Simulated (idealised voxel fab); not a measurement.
The document below concerns the process module designated voxel self aligned contacts.
Section cut is 180 nm wide and gridded with 5 nm square cells.
Think of the cross-section as a grid of square cells. We describe it in bands, top to bottom, and each band covers one or more rows of those cells.
Read a band's entry like this: the first values are the height of its top and the height of its bottom in nm, and what follows is the sequence of materials from left to right, each with its width in nm. Note that "empty" is empty space, and that a single material marked "edge to edge" reaches across the band from edge to edge.
For the purposes of this specification, 0 denotes the height below which the wafer in its as-received condition is composed wholly of one material, and the lowermost band, lacking a lower limit, extends downward without end, as expressed in "0 -> down".
You'd read "30->40" like this: the band's top row of cells is as wide as the first number, its bottom row is as wide as the second, and going down, every row changes width by the same amount as the row before did.
"nothing changed" after a step means that no cell of the cross-section changed.
In the "Closed voids list" entry, you get each enclosed empty space of 8 cells or more, one with no open way to the top, written width x height at distance, distance from the left edge, in nm.
If you see something after the settings on a step's line, that's the simulator's own remark about that step.
When a step includes a mask, the "overlay nm" setting on its line states how far to the right of its planned place that mask lay, and negative values state how far to the left.
### Set out below are the planned steps of the process
| 1 | RECEIVE,material Si |
| 2 | OXIDIZE,depth nm 5 |
| 3 | DIRECTIONAL_DEP,material polySi,thk nm 30 |
| 4 | DIRECTIONAL_DEP,material SiN,thk nm 20 |
| 5 | MASKED_ETCH,tone cover,mask id GATE,width nm 25,pitch nm 55,etch materials SiN,depth nm 20,overlay nm 0 |
| 6 | MASKED_ETCH,tone cover,mask id GATE,width nm 25,pitch nm 55,etch materials polySi,depth nm 30,overlay nm 0 |
| 7 | CONFORMAL_DEP,material SiN,thk nm 5 |
| 8 | DIRECTIONAL_ETCH,etch materials SiN,depth nm 5 |
| 9 | FILL_DEP,material SiO2,thk nm 20 |
| 10 | CMP,height nm 60 |
| 11 | MASKED_ETCH,tone open,mask id CONTACT,width nm 40,pitch nm 55,etch materials SiO2,depth nm 65,overlay nm 0 |
| 12 | CONFORMAL_DEP,material TiN,thk nm 5 |
| 13 | FILL_DEP,material Ru,thk nm 5 |
| 14 | CMP,height nm 60 |
| 15 | CONFORMAL_DEP,material SiCN,thk nm 5 |
### This is the cross-section of the wafer as we received it, i.e. after step 1
  0 -> down: Si edge to edge
  Closed voids list: none
### Here's the wafer cut in cross-section after the module, started and planned just like above, except one thing was done wrong in the run
  65 -> 60: SiCN edge to edge
  60 -> 50: SiO2: 40 | TiN: 5->15 | Ru: 30->10 | TiN: 5->15 | SiO2: 15 | TiN: 5->15 | Ru: 30->10 | TiN: 5->15 | SiO2: 45
  50 -> 30: SiO2: 15 | SiN: 35 | TiN: 5 | Ru: 10 | TiN: 5 | SiN: 35 | TiN: 5 | Ru: 10 | TiN: 5 | SiN: 35 | SiO2: 20
  30 -> 5: SiO2: 15 | SiN: 5 | polySi: 25 | SiN: 5 | TiN: 5 | Ru: 10 | TiN: 5 | SiN: 5 | polySi: 25 | SiN: 5 | TiN: 5 | Ru: 10 | TiN: 5 | SiN: 5 | polySi: 25 | SiN: 5 | SiO2: 20
  5 -> 0: SiO2: 15 | SiN: 5 | polySi: 25 | SiN: 5 | TiN: 20 | SiN: 5 | polySi: 25 | SiN: 5 | TiN: 20 | SiN: 5 | polySi: 25 | SiN: 5 | SiO2: 20
  0 -> down: Si edge to edge
  Closed voids list: none
In executing the process, a mistake was made relative to the plan: it should be noted that step 2 of the plan was omitted and was not performed
